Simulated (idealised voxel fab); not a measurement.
process module | voxel self aligned vias
cross-section cut | 295 nm wide | cells 5 nm
A cross-section is a grid of square cells, given in bands from the top down. A band is one or more rows of cells.
Each band's line starts with the height of the band's top and of its bottom, in nm. Then come its materials from left to right, each with its width in nm. One material with "throughout" fills the band from edge to edge. "air" is empty space.
Height 0 is the level under which the wafer as received is all one material. The lowest band goes on downwards, as in "0 down".
A width such as "30 to 40" changes by the same amount from each row of cells to the next, from the band's top row to its bottom row.
"no change" after a step means that no cell of the cross-section changed.
closed voids: empty space of 8 cells or more with no open way to the top, each as width x height at its distance from the left edge, in nm
after a step's settings: what the simulator itself notes on the step
overlay nm, on a step with a mask: how far to the right of its planned place the mask lay; to the left if negative
plan
1 op RECEIVE | material Si
2 op CONFORMAL_DEP | material SiO2 | thk nm 10
3 op CONFORMAL_DEP | material SiCN | thk nm 5
4 op DIRECTIONAL_DEP | material lowk | thk nm 30
5 op DIRECTIONAL_DEP | material aC | thk nm 10
6 op PATTERN | tone open | mask id LINES | material resist | width nm 20 | pitch nm 55 | thk nm 25 | overlay nm 0
7 op DIRECTIONAL_ETCH | etch materials aC | depth nm 10
8 op STRIP | etch materials resist
9 op DIRECTIONAL_ETCH | etch materials lowk | depth nm 30
10 op STRIP | etch materials aC
11 op CONFORMAL_DEP | material TiN | thk nm 5
12 op FILL_DEP | material Ru | thk nm 5
13 op CMP | height nm 45
14 op SELECTIVE_ETCH | etch materials W Ru TiN | depth nm 5
15 op FILL_DEP | material SiN | thk nm 5
16 op CMP | height nm 45
17 op DIRECTIONAL_DEP | material lowk | thk nm 15
18 op DIRECTIONAL_DEP | material aC | thk nm 15
19 op PATTERN | tone open | mask id VIAS | material resist | width nm 30 | thk nm 30 | overlay nm 0
20 op DIRECTIONAL_ETCH | etch materials aC | depth nm 15
21 op STRIP | etch materials resist
22 op DIRECTIONAL_ETCH | etch materials lowk | depth nm 15
23 op DIRECTIONAL_ETCH | etch materials SiN | depth nm 5
24 op STRIP | etch materials aC
25 op CONFORMAL_DEP | material TiN | thk nm 5
26 op FILL_DEP | material Cu | thk nm 5
27 op CMP | height nm 60
28 op CONFORMAL_DEP | material SiN | thk nm 5
first wafer, as planned
as received, after step 1
  0 down: Si throughout
  closed voids: none
after step 2
  10 to 0: SiO2 throughout
  below 0: unchanged
after step 3
  15 to 10: SiCN throughout
  below 10: unchanged
after step 4
  45 to 15: lowk throughout
  below 15: unchanged
after step 5
  55 to 45: aC throughout
  below 45: unchanged
after step 6
  80 to 55: resist 110 | air 20 | resist 35 | air 20 | resist 110
  below 55: unchanged
after step 7
  70 to 55: resist 110 | air 20 | resist 35 | air 20 | resist 110
  55 to 45: aC 110 | air 20 | aC 35 | air 20 | aC 110
  below 45: unchanged
after step 8
  55 to 45: aC 110 | air 20 | aC 35 | air 20 | aC 110
  below 45: unchanged
after step 9
  55 to 45: aC 110 | air 20 | aC 35 | air 20 | aC 110
  45 to 15: lowk 110 | air 20 | lowk 35 | air 20 | lowk 110
  below 15: unchanged
after step 10
  45 to 15: lowk 110 | air 20 | lowk 35 | air 20 | lowk 110
  below 15: unchanged
after step 11
  50 to 45: TiN 115 | air 10 | TiN 45 | air 10 | TiN 115
  45 to 20: lowk 110 | TiN 5 | air 10 | TiN 5 | lowk 35 | TiN 5 | air 10 | TiN 5 | lowk 110
  20 to 15: lowk 110 | TiN 20 | lowk 35 | TiN 20 | lowk 110
  below 15: unchanged
after step 12
  55 to 50: Ru throughout
  50 to 45: TiN 115 | Ru 10 | TiN 45 | Ru 10 | TiN 115
  45 to 20: lowk 110 | TiN 5 | Ru 10 | TiN 5 | lowk 35 | TiN 5 | Ru 10 | TiN 5 | lowk 110
  below 20: unchanged
after step 13
  45 to 20: lowk 110 | TiN 5 | Ru 10 | TiN 5 | lowk 35 | TiN 5 | Ru 10 | TiN 5 | lowk 110
  below 20: unchanged
after step 14
  45 to 40: lowk 110 | air 20 | lowk 35 | air 20 | lowk 110
  below 40: unchanged
after step 15
  50 to 45: SiN throughout
  45 to 40: lowk 110 | SiN 20 | lowk 35 | SiN 20 | lowk 110
  below 40: unchanged
after step 16
  45 to 40: lowk 110 | SiN 20 | lowk 35 | SiN 20 | lowk 110
  below 40: unchanged
after step 17
  60 to 45: lowk throughout
  below 45: unchanged
after step 18
  75 to 60: aC throughout
  below 60: unchanged
after step 19
  105 to 75: resist 105 | air 30 | resist 160
  below 75: unchanged
after step 20
  90 to 75: resist 105 | air 30 | resist 160
  75 to 60: aC 105 | air 30 | aC 160
  below 60: unchanged
after step 21
  75 to 60: aC 105 | air 30 | aC 160
  below 60: unchanged
after step 22
  75 to 60: aC 105 | air 30 | aC 160
  60 to 45: lowk 105 | air 30 | lowk 160
  below 45: unchanged
after step 23
  75 to 60: aC 105 | air 30 | aC 160
  60 to 45: lowk 105 | air 30 | lowk 160
  45 to 40: lowk 110 | air 20 | lowk 35 | SiN 20 | lowk 110
  below 40: unchanged
after step 24
  60 to 45: lowk 105 | air 30 | lowk 160
  below 45: unchanged
after step 25
  65 to 60: TiN 110 | air 20 | TiN 165
  60 to 50: lowk 105 | TiN 5 | air 20 | TiN 5 | lowk 160
  50 to 45: lowk 105 | TiN 10 | air 10 | TiN 10 | lowk 160
  45 to 40: lowk 110 | TiN 20 | lowk 35 | SiN 20 | lowk 110
  below 40: unchanged
after step 26
  70 to 65: Cu throughout
  65 to 60: TiN 110 | Cu 20 | TiN 165
  60 to 50: lowk 105 | TiN 5 | Cu 20 | TiN 5 | lowk 160
  50 to 45: lowk 105 | TiN 10 | Cu 10 | TiN 10 | lowk 160
  below 45: unchanged
after step 27
  60 to 50: lowk 105 | TiN 5 | Cu 20 | TiN 5 | lowk 160
  below 50: unchanged
after step 28
  65 to 60: SiN throughout
  below 60: unchanged
second wafer: like start, like plan, one mistake. Through step 1 it matches the first wafer
when step 2 should have ended: no change
when step 3 should have ended
  5 to 0: SiCN throughout
  below 0: unchanged
when step 4 should have ended
  35 to 5: lowk throughout
  below 5: unchanged
when step 5 should have ended
  45 to 35: aC throughout
  below 35: unchanged
when step 6 should have ended
  70 to 45: resist 110 | air 20 | resist 35 | air 20 | resist 110
  below 45: unchanged
when step 7 should have ended
  60 to 45: resist 110 | air 20 | resist 35 | air 20 | resist 110
  45 to 35: aC 110 | air 20 | aC 35 | air 20 | aC 110
  below 35: unchanged
when step 8 should have ended
  45 to 35: aC 110 | air 20 | aC 35 | air 20 | aC 110
  below 35: unchanged
when step 9 should have ended
  45 to 35: aC 110 | air 20 | aC 35 | air 20 | aC 110
  35 to 5: lowk 110 | air 20 | lowk 35 | air 20 | lowk 110
  below 5: unchanged
when step 10 should have ended
  35 to 5: lowk 110 | air 20 | lowk 35 | air 20 | lowk 110
  below 5: unchanged
when step 11 should have ended
  40 to 35: TiN 115 | air 10 | TiN 45 | air 10 | TiN 115
  35 to 10: lowk 110 | TiN 5 | air 10 | TiN 5 | lowk 35 | TiN 5 | air 10 | TiN 5 | lowk 110
  10 to 5: lowk 110 | TiN 20 | lowk 35 | TiN 20 | lowk 110
  below 5: unchanged
when step 12 should have ended
  45 to 40: Ru throughout
  40 to 35: TiN 115 | Ru 10 | TiN 45 | Ru 10 | TiN 115
  35 to 10: lowk 110 | TiN 5 | Ru 10 | TiN 5 | lowk 35 | TiN 5 | Ru 10 | TiN 5 | lowk 110
  below 10: unchanged
when step 13 should have ended: no change
when step 14 should have ended
  40 to 35: TiN 115 | Ru 10 | TiN 45 | Ru 10 | TiN 115
  below 35: unchanged
when step 15 should have ended
  45 to 40: SiN throughout
  below 40: unchanged
when step 16 should have ended: no change
when step 17 should have ended
  60 to 45: lowk throughout
  below 45: unchanged
when step 18 should have ended
  75 to 60: aC throughout
  below 60: unchanged
when step 19 should have ended
  105 to 75: resist 105 | air 30 | resist 160
  below 75: unchanged
when step 20 should have ended
  90 to 75: resist 105 | air 30 | resist 160
  75 to 60: aC 105 | air 30 | aC 160
  below 60: unchanged
when step 21 should have ended
  75 to 60: aC 105 | air 30 | aC 160
  below 60: unchanged
when step 22 should have ended
  75 to 60: aC 105 | air 30 | aC 160
  60 to 45: lowk 105 | air 30 | lowk 160
  below 45: unchanged
when step 23 should have ended
  75 to 60: aC 105 | air 30 | aC 160
  60 to 45: lowk 105 | air 30 | lowk 160
  45 to 40: SiN 105 | air 30 | SiN 160
  below 40: unchanged
when step 24 should have ended
  60 to 45: lowk 105 | air 30 | lowk 160
  below 45: unchanged
when step 25 should have ended
  65 to 60: TiN 110 | air 20 | TiN 165
  60 to 45: lowk 105 | TiN 5 | air 20 | TiN 5 | lowk 160
  45 to 40: SiN 105 | TiN 30 | SiN 160
  below 40: unchanged
when step 26 should have ended
  70 to 65: Cu throughout
  65 to 60: TiN 110 | Cu 20 | TiN 165
  60 to 45: lowk 105 | TiN 5 | Cu 20 | TiN 5 | lowk 160
  below 45: unchanged
when step 27 should have ended
  60 to 45: lowk 105 | TiN 5 | Cu 20 | TiN 5 | lowk 160
  below 45: unchanged
when step 28 should have ended
  65 to 60: SiN throughout
  below 60: unchanged
what went wrong: step 2 was left out
at the end the second wafer has, in cells: 2 more of Cu | 8 more of Ru | 49 more of SiN | 118 fewer of SiO2 | 59 more of TiN
